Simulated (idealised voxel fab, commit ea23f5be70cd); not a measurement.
This is a process module. Its name is voxel ribs on slabs.
Section cut is 260 nm wide and gridded with 5 nm square cells.
Cross-section, as written here: a square-cell grid given band by band from the top down, where a band holds one or more rows of cells.
Band entry format. Leading values: height of top, height of bottom, nm. Remainder: materials in left-to-right order, each with its width in nm. Special words: "throughout" on a single material, which then fills the band edge to edge; "empty", empty space.
Heights are expressed relative to 0, this being the level below which the as-received wafer comprises one material exclusively. The lowest band is unbounded in the downward direction and is denoted as in "z 0 and below".
The expression "30..40" gives the width at the extremes of the band, the first number at its top row of cells and the second at its bottom row, with the width changing by equal amounts from each row to the next in between.
Where a step carries "no modifications", the cross-section came out of it unchanged, cell for cell.
The label "Closed cavities" introduces a list of the empty spaces, 8 cells or larger, that have no open way up to the top; each entry in it reads width x height at distance, where the distance is taken from the left edge and all three are stated in nm.
That trailing text on a step's line, after the settings, is the simulator's own remark on the step.
What "overlay nm" on a step's line means: if the step has a mask, that mask lay this far to the right of its planned place, or, when the value is negative, to the left.
**Here's what the planned process steps look like**
| 1 | RECEIVE: material Si |
| 2 | DIRECTIONAL_DEP: material SiO2, thk nm 30 |
| 3 | DIRECTIONAL_DEP: material SiN, thk nm 20 |
| 4 | DIRECTIONAL_DEP: material aC, thk nm 10 |
| 5 | PATTERN: tone cover, mask id RIB, material resist, width nm 20, thk nm 25, overlay nm 0 |
| 6 | DIRECTIONAL_ETCH: etch materials aC, depth nm 10 |
| 7 | STRIP: etch materials resist |
| 8 | DIRECTIONAL_ETCH: etch materials SiN, depth nm 5 |
| 9 | STRIP: etch materials aC |
| 10 | PATTERN: tone cover, mask id SLAB, material resist, width nm 70, thk nm 15, overlay nm 0 |
| 11 | DIRECTIONAL_ETCH: etch materials SiN, depth nm 15 |
| 12 | STRIP: etch materials resist |
| 13 | FILL_DEP: material SiO2, thk nm 30 |
| 14 | CMP: height nm 70 |
| 15 | DIRECTIONAL_DEP: material TiN, thk nm 5 |
| 16 | MASKED_ETCH: tone cover, mask id HEATER, width nm 30, etch materials TiN, depth nm 5, overlay nm 0 |
| 17 | CONFORMAL_DEP: material SiO2, thk nm 5 |
**Concerning the first of two wafers, which was run in accordance with the plan**
**Shown in cross-section is the wafer as received, that is, as it stands after step 1**
> z 0 and below: Si throughout
> Closed cavities: none
**Presented here is a cross-section of the wafer after step 2 has been performed**
> z 30 to 0: SiO2 throughout
> Below 0, the layers are the same as they were.
**Presented here is a cross-section of the wafer after step 3 has been performed**
> z 50 to 30: SiN throughout
> Below 30, the layers are the same as they were.
**Presented here is a cross-section of the wafer after step 4 has been performed**
> z 60 to 50: aC throughout
> Below 50, the layers are the same as they were.
**Presented here is a cross-section of the wafer after step 5 has been performed**
> z 85 to 60: empty: 120; resist: 20; empty: 120
> Below 60, the layers are the same as they were.
**Presented here is a cross-section of the wafer after step 6 has been performed**
> z 75 to 60: empty: 120; resist: 20; empty: 120
> z 60 to 50: empty: 120; aC: 20; empty: 120
> Below 50, the layers are the same as they were.
**Presented here is a cross-section of the wafer after step 7 has been performed**
> z 60 to 50: empty: 120; aC: 20; empty: 120
> Below 50, the layers are the same as they were.
**Presented here is a cross-section of the wafer after step 8 has been performed**
> z 60 to 50: empty: 120; aC: 20; empty: 120
> z 50 to 45: empty: 120; SiN: 20; empty: 120
> Below 45, the layers are the same as they were.
**Presented here is a cross-section of the wafer after step 9 has been performed**
> z 50 to 45: empty: 120; SiN: 20; empty: 120
> Below 45, the layers are the same as they were.
**Presented here is a cross-section of the wafer after step 10 has been performed**
> z 65 to 50: empty: 95; resist: 70; empty: 95
> z 50 to 45: empty: 95; resist: 25; SiN: 20; resist: 25; empty: 95
> Below 45, the layers are the same as they were.
**Presented here is a cross-section of the wafer after step 11 has been performed**
> z 65 to 50: empty: 95; resist: 70; empty: 95
> z 50 to 45: empty: 95; resist: 25; SiN: 20; resist: 25; empty: 95
> z 45 to 30: empty: 95; SiN: 70; empty: 95
> Below 30, the layers are the same as they were.
**Presented here is a cross-section of the wafer after step 12 has been performed**
> z 50 to 45: empty: 120; SiN: 20; empty: 120
> Below 45, the layers are the same as they were.
**Presented here is a cross-section of the wafer after step 13 has been performed**
> z 80 to 50: SiO2 throughout
> z 50 to 45: SiO2: 120; SiN: 20; SiO2: 120
> z 45 to 30: SiO2: 95; SiN: 70; SiO2: 95
> Below 30, the layers are the same as they were.
**Presented here is a cross-section of the wafer after step 14 has been performed**
> z 70 to 50: SiO2 throughout
> Below 50, the layers are the same as they were.
**Presented here is a cross-section of the wafer after step 15 has been performed**
> z 75 to 70: TiN throughout
> Below 70, the layers are the same as they were.
**Presented here is a cross-section of the wafer after step 16 has been performed**
> z 75 to 70: empty: 115; TiN: 30; empty: 115
> Below 70, the layers are the same as they were.
**Presented here is a cross-section of the wafer after step 17 has been performed**
> z 80 to 75: empty: 110; SiO2: 40; empty: 110
> z 75 to 70: SiO2: 115; TiN: 30; SiO2: 115
> Below 70, the layers are the same as they were.
**second wafer: like start, like plan, one mistake. Through step 1 it matches the first wafer**
**Look at the second wafer in cross-section at the time step 2 ought to have finished**
> z 35 to 0: SiO2 throughout
> Below 0, the layers are the same as they were.
**Look at the second wafer in cross-section at the time step 3 ought to have finished**
> z 55 to 35: SiN throughout
> Below 35, the layers are the same as they were.
**Look at the second wafer in cross-section at the time step 4 ought to have finished**
> z 65 to 55: aC throughout
> Below 55, the layers are the same as they were.
**Look at the second wafer in cross-section at the time step 5 ought to have finished**
> z 90 to 65: empty: 120; resist: 20; empty: 120
> Below 65, the layers are the same as they were.
**Look at the second wafer in cross-section at the time step 6 ought to have finished**
> z 80 to 65: empty: 120; resist: 20; empty: 120
> z 65 to 55: empty: 120; aC: 20; empty: 120
> Below 55, the layers are the same as they were.
**Look at the second wafer in cross-section at the time step 7 ought to have finished**
> z 65 to 55: empty: 120; aC: 20; empty: 120
> Below 55, the layers are the same as they were.
**Look at the second wafer in cross-section at the time step 8 ought to have finished**
> z 65 to 55: empty: 120; aC: 20; empty: 120
> z 55 to 50: empty: 120; SiN: 20; empty: 120
> Below 50, the layers are the same as they were.
**Look at the second wafer in cross-section at the time step 9 ought to have finished**
> z 55 to 50: empty: 120; SiN: 20; empty: 120
> Below 50, the layers are the same as they were.
**Look at the second wafer in cross-section at the time step 10 ought to have finished**
> z 70 to 55: empty: 95; resist: 70; empty: 95
> z 55 to 50: empty: 95; resist: 25; SiN: 20; resist: 25; empty: 95
> Below 50, the layers are the same as they were.
**Look at the second wafer in cross-section at the time step 11 ought to have finished**
> z 70 to 55: empty: 95; resist: 70; empty: 95
> z 55 to 50: empty: 95; resist: 25; SiN: 20; resist: 25; empty: 95
> z 50 to 35: empty: 95; SiN: 70; empty: 95
> Below 35, the layers are the same as they were.
**Look at the second wafer in cross-section at the time step 12 ought to have finished**
> z 55 to 50: empty: 120; SiN: 20; empty: 120
> Below 50, the layers are the same as they were.
**Look at the second wafer in cross-section at the time step 13 ought to have finished**
> z 85 to 55: SiO2 throughout
> z 55 to 50: SiO2: 120; SiN: 20; SiO2: 120
> z 50 to 35: SiO2: 95; SiN: 70; SiO2: 95
> Below 35, the layers are the same as they were.
**Look at the second wafer in cross-section at the time step 14 ought to have finished**
> z 70 to 55: SiO2 throughout
> Below 55, the layers are the same as they were.
**Look at the second wafer in cross-section at the time step 15 ought to have finished**
> z 75 to 70: TiN throughout
> Below 70, the layers are the same as they were.
**Look at the second wafer in cross-section at the time step 16 ought to have finished**
> z 75 to 70: empty: 115; TiN: 30; empty: 115
> Below 70, the layers are the same as they were.
**Look at the second wafer in cross-section at the time step 17 ought to have finished**
> z 80 to 75: empty: 110; SiO2: 40; empty: 110
> z 75 to 70: SiO2: 115; TiN: 30; SiO2: 115
> Below 70, the layers are the same as they were.
Want to know what went wrong? rather than as planned, step 2 actually ran as DIRECTIONAL_DEP: material SiO2, thk nm 35
Upon completion, the cell count for each material on the second wafer equals that on the first, whereas the spatial distribution of those cells differs.
